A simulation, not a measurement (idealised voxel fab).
Module name: voxel tone inversion (process module)
Section shown: cut. Width: 210 nm. Cell size: 5 nm, square.
A cross-section is written here as square cells arranged in a grid, and it is given in bands from the top down, each band taking up one or more rows of cells. It is stipulated that each band's entry specify, in nanometres, the height of the top of the band and then that of its bottom, followed by the materials of the band in left-to-right sequence, each together with its width in nanometres. A single material marked by the word "edge to edge" is understood to fill the band from edge to edge; the word "empty" is understood to denote empty space. The reference from which all heights are counted is 0, the level beneath which the as-received wafer is entirely one material; the lowest band, having no lower bound, proceeds downward and is written after the example "0 and below". So if you see something like "30..40" for the width, read it as the top row of the band sitting at the first number and the bottom row at the second, with every row in between moving by the same amount as the last. Where the words "left unchanged" appear for a step, the cross-section shows no cell changed by that step; every cell remained as before. "Closed void roster" specifies each empty space that is not open to the top and that occupies no fewer than 8 cells, using the form width x height at distance, the distance measured from the left edge and all three quantities in nm. On each step's line, the part that comes after the settings is the simulator's own comment on the step. The line of a step may include "overlay nm". On a step with a mask, this value is how far to the right of its planned place the mask lay. A negative value means the mask lay to the left.
**The planned process steps are enumerated hereunder**
| 1 | RECEIVE: material Si |
| 2 | CONFORMAL_DEP: material SiCN, thk nm 5 |
| 3 | DIRECTIONAL_DEP: material polySi, thk nm 25 |
| 4 | PATTERN: tone cover, mask id POSTS, material resist, width nm 20, pitch nm 35, thk nm 35, overlay nm 0 |
| 5 | DIRECTIONAL_ETCH: etch materials polySi, depth nm 25 |
| 6 | STRIP: etch materials resist |
| 7 | FILL_DEP: material lowk, thk nm 5 |
| 8 | CMP: height nm 30 |
| 9 | STRIP: etch materials polySi |
**Wafer at receipt (post step 1), cross-section**
> 0 and below  Si edge to edge
> Closed void roster: none
**The module was run from the start shown above using the plan shown above, but one mistake was made doing it; the resulting wafer cross-section is below**
> 30 down to 25  SiCN edge to edge
> 25 down to 0  polySi edge to edge
> 0 and below  Si edge to edge
> Closed void roster: none
Heads up, the wafer didn't run the way we planned it: steps 2 and 3 of the plan were run in the wrong order, each in the other's place
